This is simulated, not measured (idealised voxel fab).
Process module heading - voxel self aligned contacts
For reference, the cross-section in this document is cut, with width 215 nm and square cells of 5 nm.
Cross-section spec: square-cell grid; bands listed top down; each band is one or more rows. Within each band entry, the heights of the top and of the bottom of the band appear first, in that order and in nm; the materials of the band then follow from left to right, each with its corresponding width in nm. The designation "edge to edge" on a single material indicates that it fills the band from edge to edge; the designation "empty" indicates empty space. The level at which height equals 0 is the one under which the wafer, as it arrives, is entirely one material. No lower edge exists for the bottom band, which continues downward and is notated as in "from 0 down". It should be noted that a width expressed as "30..40" varies in equal increments from row to row of cells within the band, taking the value of the first number at the top row and that of the second number at the bottom row. The designation "nothing changed", where it is given for a processing step, indicates that no cell of the cross-section was altered in the course of that step. You'll see "Closed cavities" listing empty spaces that have no way open to the top, as long as they're 8 cells or more; the notation is width x height at distance, where the distance is from the left edge, and all of it is in nm. after a step's settings: what the simulator itself notes on the step. overlay nm: how far to the right of its planned place the mask lay on this masked step (negative: to the left).
Steps planned for the process
| 1 | RECEIVE,material Si |
| 2 | OXIDIZE,depth nm 5 |
| 3 | DIRECTIONAL_DEP,material polySi,thk nm 25 |
| 4 | DIRECTIONAL_DEP,material SiN,thk nm 25 |
| 5 | MASKED_ETCH,tone cover,mask id GATE,width nm 25,pitch nm 65,etch materials SiN,depth nm 25,overlay nm 0 |
| 6 | MASKED_ETCH,tone cover,mask id GATE,width nm 25,pitch nm 65,etch materials polySi,depth nm 25,overlay nm 0 |
| 7 | CONFORMAL_DEP,material SiN,thk nm 10 |
| 8 | DIRECTIONAL_ETCH,etch materials SiN,depth nm 10 |
| 9 | FILL_DEP,material SiO2,thk nm 15 |
| 10 | CMP,height nm 55 |
| 11 | MASKED_ETCH,tone open,mask id CONTACT,width nm 50,pitch nm 65,etch materials SiO2,depth nm 60,overlay nm 0 |
| 12 | CONFORMAL_DEP,material TiN,thk nm 5 |
| 13 | FILL_DEP,material Ru,thk nm 10 |
| 14 | CMP,height nm 55 |
| 15 | CONFORMAL_DEP,material SiCN,thk nm 5 |
This is the cross-section of the wafer as we received it, i.e. after step 1
- from 0 down = Si edge to edge
- Closed cavities: none
Wafer cross-section at module end: first of two, run to plan
- from 60 to 55 = SiCN edge to edge
- from 55 to 50 = SiO2 50 | TiN 20 | Ru 10 | TiN 20 | SiO2 15 | TiN 20 | Ru 10 | TiN 20 | SiO2 50
- from 50 to 25 = SiO2 20 | SiN 45 | TiN 5 | Ru 10 | TiN 5 | SiN 45 | TiN 5 | Ru 10 | TiN 5 | SiN 45 | SiO2 20
- from 25 to 0 = SiO2 20 | SiN 10 | polySi 25 | SiN 10 | TiN 5 | Ru 10 | TiN 5 | SiN 10 | polySi 25 | SiN 10 | TiN 5 | Ru 10 | TiN 5 | SiN 10 | polySi 25 | SiN 10 | SiO2 20
- from 0 to -5 = SiO2 65 | TiN 20 | SiO2 45 | TiN 20 | SiO2 65
- from -5 down = Si edge to edge
- Closed cavities: none
End of module, second wafer, cross-section. Started like the first, planned like the first, run with one mistake
- from 60 to 55 = SiCN edge to edge
- from 55 to 50 = SiO2 50 | TiN 20 | Ru 10 | TiN 20 | SiO2 15 | TiN 20 | Ru 10 | TiN 20 | SiO2 50
- from 50 to 30 = SiO2 20 | SiN 10 | polySi 25 | SiN 10 | TiN 5 | Ru 10 | TiN 5 | SiN 10 | polySi 25 | SiN 10 | TiN 5 | Ru 10 | TiN 5 | SiN 10 | polySi 25 | SiN 10 | SiO2 20
- from 30 to 25 = SiO2 20 | SiN 10 | polySi 25 | SiN 10 | TiN 20 | SiN 10 | polySi 25 | SiN 10 | TiN 20 | SiN 10 | polySi 25 | SiN 10 | SiO2 20
- from 25 to 0 = SiN edge to edge
- from 0 to -5 = SiO2 edge to edge
- from -5 down = Si edge to edge
- Closed cavities: none
Which mistake was made when the wafer was run? step 4 occupied the plan position of step 3, and the converse holds as well
Final comparison by cell count, materials where the second wafer has more or fewer than the first: Ru: 24 fewer, SiN: 80 more, SiO2: 32 fewer, TiN: 24 fewer
